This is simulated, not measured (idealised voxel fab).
Presented below is a process module, voxel tone inversion.
For reference, the cross-section in this document is cut, with width 255 nm and square cells of 5 nm.
A cross-section is a grid of square cells, given in bands from the top down. A band is one or more rows of cells.
Band: top height; bottom height; in nm. Then, left to right: material with width in nm, for each material. "full width": a single material spanning edge to edge. "air": empty space.
We count height from 0. Below that, the starting wafer is all one material. The lowest band never ends at the bottom but goes on down; see "0 nm and below" for how that is written.
With a width like "30->40", each row of cells in the band differs from the next by the same amount, the top row carrying the first number and the bottom row the second.
Basically "no modifications" means that step didn't change any cell in the cross-section.
"Listed closed voids" lists enclosed empty spaces (at least 8 cells, no open path upward to the top), each as width x height at distance from the left edge, in nm.
Whatever follows a step's settings on its line is a remark the simulator itself makes about that step.
overlay nm: mask right of planned place by this much (step with mask). Neg. = left.
Process steps - plan:
| 1 | RECEIVE,material Si |
| 2 | CONFORMAL_DEP,material SiN,thk nm 5 |
| 3 | DIRECTIONAL_DEP,material polySi,thk nm 20 |
| 4 | PATTERN,tone cover,mask id POSTS,material resist,width nm 20,pitch nm 40,thk nm 30,overlay nm 0 |
| 5 | DIRECTIONAL_ETCH,etch materials polySi,depth nm 20 |
| 6 | STRIP,etch materials resist |
| 7 | FILL_DEP,material lowk,thk nm 5 |
| 8 | CMP,height nm 25 |
| 9 | STRIP,etch materials polySi |
| 10 | CONFORMAL_DEP,material TiN,thk nm 5 |
| 11 | FILL_DEP,material Cu,thk nm 5 |
| 12 | CMP,height nm 25 |
| 13 | CONFORMAL_DEP,material SiN,thk nm 5 |
Account of the first of two wafers, which was processed as intended:
Cross-section of the wafer upon arrival, representing the state reached after step 1:
  0 nm and below: Si full width
  Listed closed voids: none
Wafer section view after processing step 2:
  5 nm to 0 nm: SiN full width
  Everything below 0 is unchanged.
Wafer section view after processing step 3:
  25 nm to 5 nm: polySi full width
  Everything below 5 is unchanged.
Wafer section view after processing step 4:
  55 nm to 25 nm: 55 air; 20 resist; 20 air; 20 resist; 20 air; 20 resist; 20 air; 20 resist; 60 air
  Everything below 25 is unchanged.
Wafer section view after processing step 5:
  55 nm to 25 nm: 55 air; 20 resist; 20 air; 20 resist; 20 air; 20 resist; 20 air; 20 resist; 60 air
  25 nm to 5 nm: 55 air; 20 polySi; 20 air; 20 polySi; 20 air; 20 polySi; 20 air; 20 polySi; 60 air
  Everything below 5 is unchanged.
Wafer section view after processing step 6:
  25 nm to 5 nm: 55 air; 20 polySi; 20 air; 20 polySi; 20 air; 20 polySi; 20 air; 20 polySi; 60 air
  Everything below 5 is unchanged.
Wafer section view after processing step 7:
  30 nm to 25 nm: lowk full width
  25 nm to 5 nm: 55 lowk; 20 polySi; 20 lowk; 20 polySi; 20 lowk; 20 polySi; 20 lowk; 20 polySi; 60 lowk
  Everything below 5 is unchanged.
Wafer section view after processing step 8:
  25 nm to 5 nm: 55 lowk; 20 polySi; 20 lowk; 20 polySi; 20 lowk; 20 polySi; 20 lowk; 20 polySi; 60 lowk
  Everything below 5 is unchanged.
Wafer section view after processing step 9:
  25 nm to 5 nm: 55 lowk; 20 air; 20 lowk; 20 air; 20 lowk; 20 air; 20 lowk; 20 air; 60 lowk
  Everything below 5 is unchanged.
Wafer section view after processing step 10:
  30 nm to 25 nm: 60 TiN; 10 air; 30 TiN; 10 air; 30 TiN; 10 air; 30 TiN; 10 air; 65 TiN
  25 nm to 10 nm: 55 lowk; 5 TiN; 10 air; 5 TiN; 20 lowk; 5 TiN; 10 air; 5 TiN; 20 lowk; 5 TiN; 10 air; 5 TiN; 20 lowk; 5 TiN; 10 air; 5 TiN; 60 lowk
  10 nm to 5 nm: 55 lowk; 20 TiN; 20 lowk; 20 TiN; 20 lowk; 20 TiN; 20 lowk; 20 TiN; 60 lowk
  Everything below 5 is unchanged.
Wafer section view after processing step 11:
  35 nm to 30 nm: Cu full width
  30 nm to 25 nm: 60 TiN; 10 Cu; 30 TiN; 10 Cu; 30 TiN; 10 Cu; 30 TiN; 10 Cu; 65 TiN
  25 nm to 10 nm: 55 lowk; 5 TiN; 10 Cu; 5 TiN; 20 lowk; 5 TiN; 10 Cu; 5 TiN; 20 lowk; 5 TiN; 10 Cu; 5 TiN; 20 lowk; 5 TiN; 10 Cu; 5 TiN; 60 lowk
  Everything below 10 is unchanged.
Wafer section view after processing step 12:
  25 nm to 10 nm: 55 lowk; 5 TiN; 10 Cu; 5 TiN; 20 lowk; 5 TiN; 10 Cu; 5 TiN; 20 lowk; 5 TiN; 10 Cu; 5 TiN; 20 lowk; 5 TiN; 10 Cu; 5 TiN; 60 lowk
  Everything below 10 is unchanged.
Wafer section view after processing step 13:
  30 nm to 25 nm: SiN full width
  Everything below 25 is unchanged.
The Second Wafer: Common Origin and Plan, One Mistake in Execution, Identical to the First Through Step 12:
The second wafer cut through, at the time step 13 was supposed to be finished:
  30 nm to 25 nm: polySi full width
  Everything below 25 is unchanged.
Against the plan, the run slipped here: planned and actual differ for step 13; actual: CONFORMAL_DEP,material polySi,thk nm 5
Final comparison by cell count, materials where the second wafer has more or fewer than the first: 51 fewer of SiN; 51 more of polySi
